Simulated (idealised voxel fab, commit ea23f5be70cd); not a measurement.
The name of this process module is voxel gate over fins.
The cross-section shown here is cut; it is 285 nm wide and divided into square cells measuring 5 nm on a side.
Cross-section, as written here: a square-cell grid given band by band from the top down, where a band holds one or more rows of cells. In this notation a band is specified by the heights of its top and bottom, in that order and in nm, after which its materials appear from left to right, each paired with its width in nm. The word "everywhere" attached to a single material means that material fills the band from edge to edge; the word "air" stands for empty space. Note: height 0 marks the level under which the wafer is uniformly one material as received. Lowest band unbounded below, written "top 0, no bottom". Quick explanation for "30 to 40": the width changes in equal steps down the rows of cells, from the first number in the band's top row to the second number in its bottom row. Given "everything unchanged" for a step, no cell of the cross-section differs between before and after that step. Any empty space of 8 cells or more lacking an open way to the top shows up in "Enclosed void inventory" as width x height at distance, distance from the left edge, in nm. after a step's settings: what the simulator itself notes on the step. The setting "overlay nm" may be written on the line of a step. When the step uses a mask, the value reports how far to the right of the planned place the mask lay, and a negative value reports that it lay to the left.
These are the steps we planned for the process
1,RECEIVE with material Si
2,CONFORMAL_DEP with material SiN, thk nm 5
3,DIRECTIONAL_DEP with material aC, thk nm 15
4,PATTERN with tone cover, mask id FINS, material resist, width nm 15, pitch nm 50, thk nm 30, overlay nm 0
5,DIRECTIONAL_ETCH with etch materials aC, depth nm 15
6,STRIP with etch materials resist
7,DIRECTIONAL_ETCH with etch materials SiN, depth nm 5
8,DIRECTIONAL_ETCH with etch materials Si, depth nm 40
9,STRIP with etch materials aC
10,FILL_DEP with material SiO2, thk nm 10
11,CMP with height nm 5
12,DIRECTIONAL_DEP with material aC, thk nm 15
13,PATTERN with tone open, mask id RAIL, material resist, width nm 15, thk nm 35, overlay nm 0
14,DIRECTIONAL_ETCH with etch materials aC, depth nm 15
15,STRIP with etch materials resist
16,DIRECTIONAL_ETCH with etch materials SiO2, depth nm 40
17,STRIP with etch materials aC
18,CONFORMAL_DEP with material TiN, thk nm 5
19,FILL_DEP with material W, thk nm 5
20,CMP with height nm 5
21,SELECTIVE_ETCH with etch materials W Ru TiN, depth nm 20
22,FILL_DEP with material SiO2, thk nm 5
23,CMP with height nm 5
24,SELECTIVE_ETCH with etch materials SiO2, depth nm 15
25,STRIP with etch materials SiN
26,CONFORMAL_DEP with material HfO2, thk nm 5
27,CONFORMAL_DEP with material TiN, thk nm 5
28,CONFORMAL_DEP with material TiAl, thk nm 5
29,CONFORMAL_DEP with material TiN, thk nm 5
30,FILL_DEP with material W, thk nm 10
31,CMP with height nm 25
32,CONFORMAL_DEP with material SiN, thk nm 10
Split variable: width nm, step 4. Plan value = first wafer. Wafers start alike.
Sectional view: first of several wafers, as received, after step 1
  top 0, no bottom | Si everywhere
  Enclosed void inventory: none
After the module's final step, step 32: the first of several wafers in cross-section
  top 35, bottom 25 | SiN everywhere
  top 25, bottom 20 | W everywhere
  top 20, bottom 15 | 65 W  155 TiN  65 W
  top 15, bottom 10 | 65 W  5 TiN  45 TiAl  5 TiN  45 TiAl  5 TiN  45 TiAl  5 TiN  65 W
  top 10, bottom 5 | 70 TiN  5 TiAl  35 TiN  5 TiAl  5 TiN  5 TiAl  35 TiN  5 TiAl  5 TiN  5 TiAl  35 TiN  5 TiAl  70 TiN
  top 5, bottom 0 | 75 TiAl  5 TiN  25 HfO2  5 TiN  15 TiAl  5 TiN  25 HfO2  5 TiN  15 TiAl  5 TiN  25 HfO2  5 TiN  75 TiAl
  top 0, bottom -5 | 80 TiN  5 HfO2  15 Si  5 HfO2  25 TiN  5 HfO2  15 Si  5 HfO2  25 TiN  5 HfO2  15 Si  5 HfO2  80 TiN
  top -5, bottom -10 | 85 HfO2  15 Si  35 HfO2  15 Si  35 HfO2  15 Si  85 HfO2
  top -10, bottom -15 | 85 SiO2  15 Si  35 SiO2  15 Si  35 SiO2  15 Si  85 SiO2
  top -15, bottom -30 | 85 SiO2  15 Si  10 SiO2  5 TiN  5 W  5 TiN  10 SiO2  15 Si  35 SiO2  15 Si  85 SiO2
  top -30, bottom -35 | 85 SiO2  15 Si  10 SiO2  15 TiN  10 SiO2  15 Si  35 SiO2  15 Si  85 SiO2
  top -35, bottom -40 | 85 SiO2  15 Si  35 SiO2  15 Si  35 SiO2  15 Si  85 SiO2
  top -40, no bottom | Si everywhere
  Enclosed void inventory: none
Last wafer of the set, cross-sectioned at end of module
  top 35, bottom 25 | SiN everywhere
  top 25, bottom 20 | W everywhere
  top 20, bottom 15 | 60 W  170 TiN  55 W
  top 15, bottom 10 | 60 W  5 TiN  160 TiAl  5 TiN  55 W
  top 10, bottom 5 | 65 TiN  5 TiAl  150 TiN  5 TiAl  60 TiN
  top 5, bottom 0 | 70 TiAl  5 TiN  40 HfO2  10 TiN  40 HfO2  10 TiN  40 HfO2  5 TiN  65 TiAl
  top 0, bottom -5 | 75 TiN  5 HfO2  30 Si  5 HfO2  10 TiN  5 HfO2  30 Si  5 HfO2  10 TiN  5 HfO2  30 Si  5 HfO2  70 TiN
  top -5, bottom -10 | 80 HfO2  30 Si  20 HfO2  30 Si  20 HfO2  30 Si  75 HfO2
  top -10, bottom -15 | 80 SiO2  30 Si  20 SiO2  30 Si  20 SiO2  30 Si  75 SiO2
  top -15, bottom -30 | 80 SiO2  30 Si  5 TiN  5 W  5 TiN  5 SiO2  30 Si  20 SiO2  30 Si  75 SiO2
  top -30, bottom -35 | 80 SiO2  30 Si  15 TiN  5 SiO2  30 Si  20 SiO2  30 Si  75 SiO2
  top -35, bottom -40 | 80 SiO2  30 Si  20 SiO2  30 Si  20 SiO2  30 Si  75 SiO2
  top -40, no bottom | Si everywhere
  Enclosed void inventory: none
End of module, by wafer: material-by-material cell gain (+) or loss (-) since receipt, then closed voids
width nm 15 | +69 HfO2 | -384 Si | +114 SiN | +276 SiO2 | +69 TiAl | +143 TiN | +112 W | Enclosed void inventory: none
width nm 20 | +69 HfO2 | -360 Si | +114 SiN | +258 SiO2 | +69 TiAl | +139 TiN | +110 W | Enclosed void inventory: none
width nm 25 | +69 HfO2 | -336 Si | +114 SiN | +240 SiO2 | +65 TiAl | +139 TiN | +108 W | Enclosed void inventory: none
width nm 30 | +69 HfO2 | -312 Si | +114 SiN | +222 SiO2 | +61 TiAl | +139 TiN | +106 W | Enclosed void inventory: none
